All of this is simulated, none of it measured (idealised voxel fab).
Process module, titled voxel ribs on slabs
Pictured: cross-section cut, 270 nm wide, on a grid of 5 nm square cells.
We lay out every cross-section as a grid of square cells and spell it out in bands from the top down, where one band means one or more rows of cells. Band: top height; bottom height; in nm. Then, left to right: material with width in nm, for each material. "throughout": a single material spanning edge to edge. "empty": empty space. Ref level 0: as-received wafer is one material below here. Bottom band extends down with no lower bound ("0 down"). The notation "30 to 40" denotes a width that varies across the rows of cells in the band, beginning at the first number in the top row, finishing at the second number in the bottom row, and changing by an identical amount from each row to the next. Any step labelled "identical to before" changed none of the cells in the cross-section. "Fully sealed voids" means: voids of 8 cells or more that are shut off from the top with no open way through. Written width x height at distance, distance from the left edge, in nm. It should be noted that, on the line of a given step, the content following the step's settings is a remark produced by the simulator itself with respect to that step. The line of a step may include "overlay nm". On a step with a mask, this value is how far to the right of its planned place the mask lay. A negative value means the mask lay to the left.

# Planned process steps
1: RECEIVE [material Si]
2: DIRECTIONAL_DEP [material SiO2] [thk nm 25]
3: DIRECTIONAL_DEP [material polySi] [thk nm 15]
4: MASKED_ETCH [tone cover] [mask id RIB] [width nm 20] [etch materials polySi] [depth nm 5] [overlay nm 0]
5: MASKED_ETCH [tone cover] [mask id SLAB] [width nm 80] [etch materials polySi] [depth nm 10] [overlay nm 0]
6: FILL_DEP [material SiO2] [thk nm 15]
7: CMP [height nm 50]
8: DIRECTIONAL_DEP [material TiN] [thk nm 10]
9: DIRECTIONAL_DEP [material aC] [thk nm 10]
10: PATTERN [tone cover] [mask id HEATER] [material resist] [width nm 30] [thk nm 25] [overlay nm 0]
11: DIRECTIONAL_ETCH [etch materials aC] [depth nm 10]
12: STRIP [etch materials resist]
13: DIRECTIONAL_ETCH [etch materials TiN] [depth nm 10]
14: STRIP [etch materials aC]
15: CONFORMAL_DEP [material SiN] [thk nm 5]

# On the first of the two wafers: run conducted according to plan

# Cross-section of the wafer upon arrival, representing the state reached after step 1
  0 down | Si throughout
  Fully sealed voids: none

# The wafer in cross-section once step 2 is complete
  25 to 0 | SiO2 throughout
  All layers under 0 are left as they were.

# The wafer in cross-section once step 3 is complete
  40 to 25 | polySi throughout
  All layers under 25 are left as they were.

# The wafer in cross-section once step 4 is complete
  40 to 35 | empty 125  polySi 20  empty 125
  All layers under 35 are left as they were.

# The wafer in cross-section once step 5 is complete
  40 to 35 | empty 125  polySi 20  empty 125
  35 to 25 | empty 95  polySi 80  empty 95
  All layers under 25 are left as they were.

# The wafer in cross-section once step 6 is complete
  55 to 40 | SiO2 throughout
  40 to 35 | SiO2 125  polySi 20  SiO2 125
  35 to 25 | SiO2 95  polySi 80  SiO2 95
  All layers under 25 are left as they were.

# The wafer in cross-section once step 7 is complete
  50 to 40 | SiO2 throughout
  All layers under 40 are left as they were.

# The wafer in cross-section once step 8 is complete
  60 to 50 | TiN throughout
  All layers under 50 are left as they were.

# The wafer in cross-section once step 9 is complete
  70 to 60 | aC throughout
  All layers under 60 are left as they were.

# The wafer in cross-section once step 10 is complete
  95 to 70 | empty 120  resist 30  empty 120
  All layers under 70 are left as they were.

# The wafer in cross-section once step 11 is complete
  85 to 70 | empty 120  resist 30  empty 120
  70 to 60 | empty 120  aC 30  empty 120
  All layers under 60 are left as they were.

# The wafer in cross-section once step 12 is complete
  70 to 60 | empty 120  aC 30  empty 120
  All layers under 60 are left as they were.

# The wafer in cross-section once step 13 is complete
  70 to 60 | empty 120  aC 30  empty 120
  60 to 50 | empty 120  TiN 30  empty 120
  All layers under 50 are left as they were.

# The wafer in cross-section once step 14 is complete
  60 to 50 | empty 120  TiN 30  empty 120
  All layers under 50 are left as they were.

# The wafer in cross-section once step 15 is complete
  65 to 60 | empty 115  SiN 40  empty 115
  60 to 55 | empty 115  SiN 5  TiN 30  SiN 5  empty 115
  55 to 50 | SiN 120  TiN 30  SiN 120
  All layers under 50 are left as they were.

# It is to be noted that the second wafer proceeded from the same initial state and according to the same plan as the first, although one mistake was committed in its execution; through step 2, inclusive, the two wafers share an identical history

# Cross-section of the second wafer at the time by which step 3 should have been completed according to the plan
  55 to 25 | polySi throughout
  All layers under 25 are left as they were.

# Cross-section of the second wafer at the time by which step 4 should have been completed according to the plan
  55 to 50 | empty 125  polySi 20  empty 125
  All layers under 50 are left as they were.

# Cross-section of the second wafer at the time by which step 5 should have been completed according to the plan
  55 to 50 | empty 125  polySi 20  empty 125
  50 to 40 | empty 95  polySi 80  empty 95
  All layers under 40 are left as they were.

# Cross-section of the second wafer at the time by which step 6 should have been completed according to the plan
  70 to 55 | SiO2 throughout
  55 to 50 | SiO2 125  polySi 20  SiO2 125
  50 to 40 | SiO2 95  polySi 80  SiO2 95
  All layers under 40 are left as they were.

# Cross-section of the second wafer at the time by which step 7 should have been completed according to the plan
  50 to 40 | SiO2 95  polySi 80  SiO2 95
  All layers under 40 are left as they were.

# Cross-section of the second wafer at the time by which step 8 should have been completed according to the plan
  60 to 50 | TiN throughout
  All layers under 50 are left as they were.

# Cross-section of the second wafer at the time by which step 9 should have been completed according to the plan
  70 to 60 | aC throughout
  All layers under 60 are left as they were.

# Cross-section of the second wafer at the time by which step 10 should have been completed according to the plan
  95 to 70 | empty 120  resist 30  empty 120
  All layers under 70 are left as they were.

# Cross-section of the second wafer at the time by which step 11 should have been completed according to the plan
  85 to 70 | empty 120  resist 30  empty 120
  70 to 60 | empty 120  aC 30  empty 120
  All layers under 60 are left as they were.

# Cross-section of the second wafer at the time by which step 12 should have been completed according to the plan
  70 to 60 | empty 120  aC 30  empty 120
  All layers under 60 are left as they were.

# Cross-section of the second wafer at the time by which step 13 should have been completed according to the plan
  70 to 60 | empty 120  aC 30  empty 120
  60 to 50 | empty 120  TiN 30  empty 120
  All layers under 50 are left as they were.

# Cross-section of the second wafer at the time by which step 14 should have been completed according to the plan
  60 to 50 | empty 120  TiN 30  empty 120
  All layers under 50 are left as they were.

# Cross-section of the second wafer at the time by which step 15 should have been completed according to the plan
  65 to 60 | empty 115  SiN 40  empty 115
  60 to 55 | empty 115  SiN 5  TiN 30  SiN 5  empty 115
  55 to 50 | SiN 120  TiN 30  SiN 120
  All layers under 50 are left as they were.
What was done differently from what was planned? step 3 of the plan was carried out twice
Per the end-of-run cell counts, the second wafer holds more or fewer of some materials than the first: -158 SiO2, +158 polySi
